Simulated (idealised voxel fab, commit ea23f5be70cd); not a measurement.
process module | voxel transistor to metal
cross-section cut | 205 nm wide | cells 5 nm
A cross-section is a grid of square cells, given in bands from the top down. A band is one or more rows of cells.
Each band's line starts with the height of the band's top and of its bottom, in nm. Then come its materials from left to right, each with its width in nm. One material with "throughout" fills the band from edge to edge. "air" is empty space.
Height 0 is the level under which the wafer as received is all one material. The lowest band goes on downwards, as in "0 down".
A width such as "30 to 40" changes by the same amount from each row of cells to the next, from the band's top row to its bottom row.
"no change" after a step means that no cell of the cross-section changed.
closed voids: empty space of 8 cells or more with no open way to the top, each as width x height at its distance from the left edge, in nm
after a step's settings: what the simulator itself notes on the step
overlay nm, on a step with a mask: how far to the right of its planned place the mask lay; to the left if negative
plan
1 op RECEIVE | material Si
2 op OXIDIZE | depth nm 5
3 op CONFORMAL_DEP | material SiN | thk nm 10
4 op MASKED_ETCH | tone cover | mask id ACTIVE | width nm 95 | etch materials SiN | depth nm 10 | overlay nm 0
5 op MASKED_ETCH | tone cover | mask id ACTIVE | width nm 95 | etch materials SiO2 | depth nm 5 | overlay nm 0
6 op MASKED_ETCH | tone cover | mask id ACTIVE | width nm 95 | etch materials Si | depth nm 30 | overlay nm 0
7 op OXIDIZE | depth nm 5
8 op FILL_DEP | material SiO2 | thk nm 5
9 op CMP | height nm 10
10 op SELECTIVE_ETCH | etch materials SiO2 | depth nm 5
11 op STRIP | etch materials SiN
12 op SELECTIVE_ETCH | etch materials SiO2 | depth nm 5
13 op OXIDIZE | depth nm 5
14 op DIRECTIONAL_DEP | material polySi | thk nm 20
15 op DIRECTIONAL_DEP | material SiCN | thk nm 10
16 op MASKED_ETCH | tone cover | mask id GATE | width nm 25 | etch materials SiCN | depth nm 20 | overlay nm 0
17 op MASKED_ETCH | tone cover | mask id GATE | width nm 25 | etch materials polySi | depth nm 30 | overlay nm 0
18 op CONFORMAL_DEP | material SiO2 | thk nm 5
19 op DIRECTIONAL_ETCH | etch materials SiO2 | depth nm 5
20 op CONFORMAL_DEP | material SiN | thk nm 5
21 op DIRECTIONAL_ETCH | etch materials SiN | depth nm 5
22 op DIRECTIONAL_ETCH | etch materials SiO2 | depth nm 5
23 op EPI | material pSi | thk nm 5
24 op FILL_DEP | material SiO2 | thk nm 10
25 op CMP | height nm 25
26 op DIRECTIONAL_DEP | material SiO2 | thk nm 10
27 op DIRECTIONAL_DEP | material aC | thk nm 15
28 op PATTERN | tone open | mask id CONTACT | material resist | width nm 15 | pitch nm 70 | thk nm 35 | overlay nm 0
29 op DIRECTIONAL_ETCH | etch materials aC | depth nm 15
30 op STRIP | etch materials resist
31 op DIRECTIONAL_ETCH | etch materials SiO2 | depth nm 40
32 op STRIP | etch materials aC
33 op CONFORMAL_DEP | material TiN | thk nm 5
34 op FILL_DEP | material W | thk nm 10
35 op CMP | height nm 35
36 op CONFORMAL_DEP | material SiCN | thk nm 5
37 op DIRECTIONAL_DEP | material lowk | thk nm 20
38 op MASKED_ETCH | tone open | mask id METAL_1 | width nm 15 | pitch nm 70 | etch materials lowk | depth nm 20 | overlay nm 0
39 op MASKED_ETCH | tone open | mask id METAL_1 | width nm 15 | pitch nm 70 | etch materials SiCN | depth nm 5 | overlay nm 0
40 op CONFORMAL_DEP | material TiN | thk nm 5
41 op FILL_DEP | material Cu | thk nm 10
42 op CMP | height nm 60
43 op CONFORMAL_DEP | material SiN | thk nm 5
as received, after step 1
  0 down: Si throughout
  closed voids: none
first wafer at the end, as planned
  65 to 60: SiN throughout
  60 to 40: lowk 60 | TiN 5 | Cu 5 | TiN 5 | lowk 55 | TiN 5 | Cu 5 | TiN 5 | lowk 60
  40 to 35: SiCN 60 | TiN 15 | SiCN 55 | TiN 15 | SiCN 60
  35 to 25: SiO2 60 | TiN 5 | W 5 | TiN 5 | SiO2 55 | TiN 5 | W 5 | TiN 5 | SiO2 60
  25 to 15: SiO2 60 | TiN 5 | W 5 | TiN 5 | SiO2 5 | SiN 5 | SiO2 5 | SiCN 25 | SiO2 5 | SiN 5 | SiO2 5 | TiN 5 | W 5 | TiN 5 | SiO2 60
  15 to 0: SiO2 60 | TiN 5 | W 5 | TiN 5 | SiO2 5 | SiN 5 | SiO2 5 | polySi 25 | SiO2 5 | SiN 5 | SiO2 5 | TiN 5 | W 5 | TiN 5 | SiO2 60
  0 to -5: SiO2 55 | SiN 5 | TiN 15 | SiO2 5 | SiN 5 | SiO2 5 | polySi 25 | SiO2 5 | SiN 5 | SiO2 5 | TiN 15 | SiN 5 | SiO2 55
  -5 to -10: SiO2 60 | pSi 20 | SiO2 45 | pSi 20 | SiO2 60
  -10 to -40: SiO2 60 | Si 85 | SiO2 60
  -40 down: Si throughout
  closed voids: none
second wafer at the end: like start, like plan, one mistake
  65 to 60: SiN throughout
  60 to 40: lowk 60 | TiN 5 | Cu 5 | TiN 5 | lowk 55 | TiN 5 | Cu 5 | TiN 5 | lowk 60
  40 to 35: SiCN 60 | TiN 15 | SiCN 55 | TiN 15 | SiCN 60
  35 to 25: SiO2 60 | TiN 5 | W 5 | TiN 5 | SiO2 55 | TiN 5 | W 5 | TiN 5 | SiO2 60
  25 to 20: SiO2 60 | TiN 5 | W 5 | TiN 5 | SiO2 5 | SiN 5 | SiO2 5 | SiCN 25 | SiO2 5 | SiN 5 | SiO2 5 | TiN 5 | W 5 | TiN 5 | SiO2 60
  20 to 5: SiO2 60 | TiN 5 | W 5 | TiN 5 | SiO2 5 | SiN 5 | SiO2 5 | polySi 25 | SiO2 5 | SiN 5 | SiO2 5 | TiN 5 | W 5 | TiN 5 | SiO2 60
  5 to 0: SiO2 60 | TiN 15 | SiO2 5 | SiN 5 | SiO2 5 | polySi 25 | SiO2 5 | SiN 5 | SiO2 5 | TiN 15 | SiO2 60
  0 to -5: SiO2 55 | pSi 25 | SiO2 45 | pSi 25 | SiO2 55
  -5 to -40: SiO2 60 | Si 85 | SiO2 60
  -40 down: Si throughout
  closed voids: none
what went wrong: steps 11 and 12 were swapped
at the end the second wafer has, in cells: 17 more of Si | 5 fewer of SiCN | 4 fewer of SiN | 4 fewer of SiO2 | 4 fewer of TiN | 2 fewer of W | 2 more of pSi
